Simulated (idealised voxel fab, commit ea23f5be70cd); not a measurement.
process module | voxel capacitor over wiring
cross-section cut | 270 nm wide | cells 5 nm
A cross-section is a grid of square cells, given in bands from the top down. A band is one or more rows of cells.
Each band's line starts with the height of the band's top and of its bottom, in nm. Then come its materials from left to right, each with its width in nm. One material with "throughout" fills the band from edge to edge. "air" is empty space.
Height 0 is the level under which the wafer as received is all one material. The lowest band goes on downwards, as in "0 down".
A width such as "30 to 40" changes by the same amount from each row of cells to the next, from the band's top row to its bottom row.
"no change" after a step means that no cell of the cross-section changed.
closed voids: empty space of 8 cells or more with no open way to the top, each as width x height at its distance from the left edge, in nm
after a step's settings: what the simulator itself notes on the step
overlay nm, on a step with a mask: how far to the right of its planned place the mask lay; to the left if negative
plan
1 op RECEIVE | material Si
2 op CONFORMAL_DEP | material SiO2 | thk nm 15
3 op CONFORMAL_DEP | material SiCN | thk nm 5
4 op DIRECTIONAL_DEP | material lowk | thk nm 25
5 op MASKED_ETCH | tone open | mask id METAL_1 | width nm 20 | pitch nm 90 | etch materials lowk | depth nm 25 | overlay nm 0
6 op MASKED_ETCH | tone open | mask id METAL_1 | width nm 20 | pitch nm 90 | etch materials SiCN | depth nm 5 | overlay nm 0
7 op CONFORMAL_DEP | material TiN | thk nm 5
8 op FILL_DEP | material W | thk nm 5
9 op CMP | height nm 45
10 op CONFORMAL_DEP | material SiCN | thk nm 5
11 op DIRECTIONAL_DEP | material lowk | thk nm 20
12 op MASKED_ETCH | tone open | mask id PLUG_1 | width nm 15 | etch materials lowk | depth nm 20 | overlay nm 0
13 op MASKED_ETCH | tone open | mask id PLUG_1 | width nm 15 | etch materials SiCN | depth nm 5 | overlay nm 0
14 op CONFORMAL_DEP | material TiN | thk nm 5
15 op FILL_DEP | material Ru | thk nm 5
16 op CMP | height nm 70
17 op DIRECTIONAL_DEP | material TiN | thk nm 10
18 op DIRECTIONAL_DEP | material HfO2 | thk nm 5
19 op DIRECTIONAL_DEP | material TiN | thk nm 10
20 op MASKED_ETCH | tone cover | mask id UPPER_PLATE | width nm 75 | etch materials TiN | depth nm 10 | overlay nm 0
21 op MASKED_ETCH | tone cover | mask id UPPER_PLATE | width nm 75 | etch materials HfO2 | depth nm 5 | overlay nm 0
22 op PATTERN | tone cover | mask id LOWER_PLATE | material resist | width nm 85 | thk nm 15 | overlay nm 0
23 op DIRECTIONAL_ETCH | etch materials TiN | depth nm 10
24 op STRIP | etch materials resist
25 op FILL_DEP | material SiO2 | thk nm 15
26 op CMP | height nm 105
27 op DIRECTIONAL_DEP | material aC | thk nm 10
28 op PATTERN | tone open | mask id PLUG_2 | material resist | width nm 15 | thk nm 30 | overlay nm 0
29 op DIRECTIONAL_ETCH | etch materials aC | depth nm 10
30 op STRIP | etch materials resist
31 op DIRECTIONAL_ETCH | etch materials SiO2 | depth nm 10
32 op STRIP | etch materials aC
33 op CONFORMAL_DEP | material TiN | thk nm 5
34 op FILL_DEP | material Ru | thk nm 5
35 op CMP | height nm 105
36 op CONFORMAL_DEP | material SiN | thk nm 5
first wafer, as planned
as received, after step 1
  0 down: Si throughout
  closed voids: none
after step 2
  15 to 0: SiO2 throughout
  below 0: unchanged
after step 3
  20 to 15: SiCN throughout
  below 15: unchanged
after step 4
  45 to 20: lowk throughout
  below 20: unchanged
after step 5
  45 to 20: lowk 80 | air 20 | lowk 70 | air 20 | lowk 80
  below 20: unchanged
after step 6
  45 to 20: lowk 80 | air 20 | lowk 70 | air 20 | lowk 80
  20 to 15: SiCN 80 | air 20 | SiCN 70 | air 20 | SiCN 80
  below 15: unchanged
after step 7
  50 to 45: TiN 85 | air 10 | TiN 80 | air 10 | TiN 85
  45 to 20: lowk 80 | TiN 5 | air 10 | TiN 5 | lowk 70 | TiN 5 | air 10 | TiN 5 | lowk 80
  20 to 15: SiCN 80 | TiN 20 | SiCN 70 | TiN 20 | SiCN 80
  below 15: unchanged
after step 8
  55 to 50: W throughout
  50 to 45: TiN 85 | W 10 | TiN 80 | W 10 | TiN 85
  45 to 20: lowk 80 | TiN 5 | W 10 | TiN 5 | lowk 70 | TiN 5 | W 10 | TiN 5 | lowk 80
  below 20: unchanged
after step 9
  45 to 20: lowk 80 | TiN 5 | W 10 | TiN 5 | lowk 70 | TiN 5 | W 10 | TiN 5 | lowk 80
  below 20: unchanged
after step 10
  50 to 45: SiCN throughout
  below 45: unchanged
after step 11
  70 to 50: lowk throughout
  below 50: unchanged
after step 12
  70 to 50: lowk 85 | air 15 | lowk 170
  below 50: unchanged
after step 13
  70 to 50: lowk 85 | air 15 | lowk 170
  50 to 45: SiCN 85 | air 15 | SiCN 170
  below 45: unchanged
after step 14
  75 to 70: TiN 90 | air 5 | TiN 175
  70 to 50: lowk 85 | TiN 5 | air 5 | TiN 5 | lowk 170
  50 to 45: SiCN 85 | TiN 15 | SiCN 170
  below 45: unchanged
after step 15
  80 to 75: Ru throughout
  75 to 70: TiN 90 | Ru 5 | TiN 175
  70 to 50: lowk 85 | TiN 5 | Ru 5 | TiN 5 | lowk 170
  below 50: unchanged
after step 16
  70 to 50: lowk 85 | TiN 5 | Ru 5 | TiN 5 | lowk 170
  below 50: unchanged
after step 17
  80 to 70: TiN throughout
  below 70: unchanged
after step 18
  85 to 80: HfO2 throughout
  below 80: unchanged
after step 19
  95 to 85: TiN throughout
  below 85: unchanged
after step 20
  95 to 85: air 85 | TiN 75 | air 110
  below 85: unchanged
after step 21
  95 to 85: air 85 | TiN 75 | air 110
  85 to 80: air 85 | HfO2 75 | air 110
  below 80: unchanged
after step 22
  110 to 95: air 80 | resist 85 | air 105
  95 to 85: air 80 | resist 5 | TiN 75 | resist 5 | air 105
  85 to 80: air 80 | resist 5 | HfO2 75 | resist 5 | air 105
  below 80: unchanged
after step 23
  110 to 95: air 80 | resist 85 | air 105
  95 to 85: air 80 | resist 5 | TiN 75 | resist 5 | air 105
  85 to 80: air 80 | resist 5 | HfO2 75 | resist 5 | air 105
  80 to 70: air 80 | TiN 85 | air 105
  below 70: unchanged
after step 24
  95 to 85: air 85 | TiN 75 | air 110
  85 to 80: air 85 | HfO2 75 | air 110
  below 80: unchanged
after step 25
  110 to 95: SiO2 throughout
  95 to 85: SiO2 85 | TiN 75 | SiO2 110
  85 to 80: SiO2 85 | HfO2 75 | SiO2 110
  80 to 70: SiO2 80 | TiN 85 | SiO2 105
  below 70: unchanged
after step 26
  105 to 95: SiO2 throughout
  below 95: unchanged
after step 27
  115 to 105: aC throughout
  below 105: unchanged
after step 28
  145 to 115: resist 95 | air 15 | resist 160
  below 115: unchanged
after step 29
  135 to 115: resist 95 | air 15 | resist 160
  115 to 105: aC 95 | air 15 | aC 160
  below 105: unchanged
after step 30
  115 to 105: aC 95 | air 15 | aC 160
  below 105: unchanged
after step 31
  115 to 105: aC 95 | air 15 | aC 160
  105 to 95: SiO2 95 | air 15 | SiO2 160
  below 95: unchanged
after step 32
  105 to 95: SiO2 95 | air 15 | SiO2 160
  below 95: unchanged
after step 33
  110 to 105: TiN 100 | air 5 | TiN 165
  105 to 100: SiO2 95 | TiN 5 | air 5 | TiN 5 | SiO2 160
  100 to 95: SiO2 95 | TiN 15 | SiO2 160
  below 95: unchanged
after step 34
  115 to 110: Ru throughout
  110 to 105: TiN 100 | Ru 5 | TiN 165
  105 to 100: SiO2 95 | TiN 5 | Ru 5 | TiN 5 | SiO2 160
  below 100: unchanged
after step 35
  105 to 100: SiO2 95 | TiN 5 | Ru 5 | TiN 5 | SiO2 160
  below 100: unchanged
after step 36
  110 to 105: SiN throughout
  below 105: unchanged
second wafer: like start, like plan, one mistake. Through step 7 it matches the first wafer
when step 8 should have ended
  55 to 50: HfO2 throughout
  50 to 45: TiN 85 | HfO2 10 | TiN 80 | HfO2 10 | TiN 85
  45 to 20: lowk 80 | TiN 5 | HfO2 10 | TiN 5 | lowk 70 | TiN 5 | HfO2 10 | TiN 5 | lowk 80
  below 20: unchanged
when step 9 should have ended
  45 to 20: lowk 80 | TiN 5 | HfO2 10 | TiN 5 | lowk 70 | TiN 5 | HfO2 10 | TiN 5 | lowk 80
  below 20: unchanged
when step 10 should have ended
  50 to 45: SiCN throughout
  below 45: unchanged
when step 11 should have ended
  70 to 50: lowk throughout
  below 50: unchanged
when step 12 should have ended
  70 to 50: lowk 85 | air 15 | lowk 170
  below 50: unchanged
when step 13 should have ended
  70 to 50: lowk 85 | air 15 | lowk 170
  50 to 45: SiCN 85 | air 15 | SiCN 170
  below 45: unchanged
when step 14 should have ended
  75 to 70: TiN 90 | air 5 | TiN 175
  70 to 50: lowk 85 | TiN 5 | air 5 | TiN 5 | lowk 170
  50 to 45: SiCN 85 | TiN 15 | SiCN 170
  below 45: unchanged
when step 15 should have ended
  80 to 75: Ru throughout
  75 to 70: TiN 90 | Ru 5 | TiN 175
  70 to 50: lowk 85 | TiN 5 | Ru 5 | TiN 5 | lowk 170
  below 50: unchanged
when step 16 should have ended
  70 to 50: lowk 85 | TiN 5 | Ru 5 | TiN 5 | lowk 170
  below 50: unchanged
when step 17 should have ended
  80 to 70: TiN throughout
  below 70: unchanged
when step 18 should have ended
  85 to 80: HfO2 throughout
  below 80: unchanged
when step 19 should have ended
  95 to 85: TiN throughout
  below 85: unchanged
when step 20 should have ended
  95 to 85: air 85 | TiN 75 | air 110
  below 85: unchanged
when step 21 should have ended
  95 to 85: air 85 | TiN 75 | air 110
  85 to 80: air 85 | HfO2 75 | air 110
  below 80: unchanged
when step 22 should have ended
  110 to 95: air 80 | resist 85 | air 105
  95 to 85: air 80 | resist 5 | TiN 75 | resist 5 | air 105
  85 to 80: air 80 | resist 5 | HfO2 75 | resist 5 | air 105
  below 80: unchanged
when step 23 should have ended
  110 to 95: air 80 | resist 85 | air 105
  95 to 85: air 80 | resist 5 | TiN 75 | resist 5 | air 105
  85 to 80: air 80 | resist 5 | HfO2 75 | resist 5 | air 105
  80 to 70: air 80 | TiN 85 | air 105
  below 70: unchanged
when step 24 should have ended
  95 to 85: air 85 | TiN 75 | air 110
  85 to 80: air 85 | HfO2 75 | air 110
  below 80: unchanged
when step 25 should have ended
  110 to 95: SiO2 throughout
  95 to 85: SiO2 85 | TiN 75 | SiO2 110
  85 to 80: SiO2 85 | HfO2 75 | SiO2 110
  80 to 70: SiO2 80 | TiN 85 | SiO2 105
  below 70: unchanged
when step 26 should have ended
  105 to 95: SiO2 throughout
  below 95: unchanged
when step 27 should have ended
  115 to 105: aC throughout
  below 105: unchanged
when step 28 should have ended
  145 to 115: resist 95 | air 15 | resist 160
  below 115: unchanged
when step 29 should have ended
  135 to 115: resist 95 | air 15 | resist 160
  115 to 105: aC 95 | air 15 | aC 160
  below 105: unchanged
when step 30 should have ended
  115 to 105: aC 95 | air 15 | aC 160
  below 105: unchanged
when step 31 should have ended
  115 to 105: aC 95 | air 15 | aC 160
  105 to 95: SiO2 95 | air 15 | SiO2 160
  below 95: unchanged
when step 32 should have ended
  105 to 95: SiO2 95 | air 15 | SiO2 160
  below 95: unchanged
when step 33 should have ended
  110 to 105: TiN 100 | air 5 | TiN 165
  105 to 100: SiO2 95 | TiN 5 | air 5 | TiN 5 | SiO2 160
  100 to 95: SiO2 95 | TiN 15 | SiO2 160
  below 95: unchanged
when step 34 should have ended
  115 to 110: Ru throughout
  110 to 105: TiN 100 | Ru 5 | TiN 165
  105 to 100: SiO2 95 | TiN 5 | Ru 5 | TiN 5 | SiO2 160
  below 100: unchanged
when step 35 should have ended
  105 to 100: SiO2 95 | TiN 5 | Ru 5 | TiN 5 | SiO2 160
  below 100: unchanged
when step 36 should have ended
  110 to 105: SiN throughout
  below 105: unchanged
what went wrong: step 8 ran as: op FILL_DEP | material HfO2 | thk nm 5
at the end the second wafer has, in cells: 20 more of HfO2 | 20 fewer of W
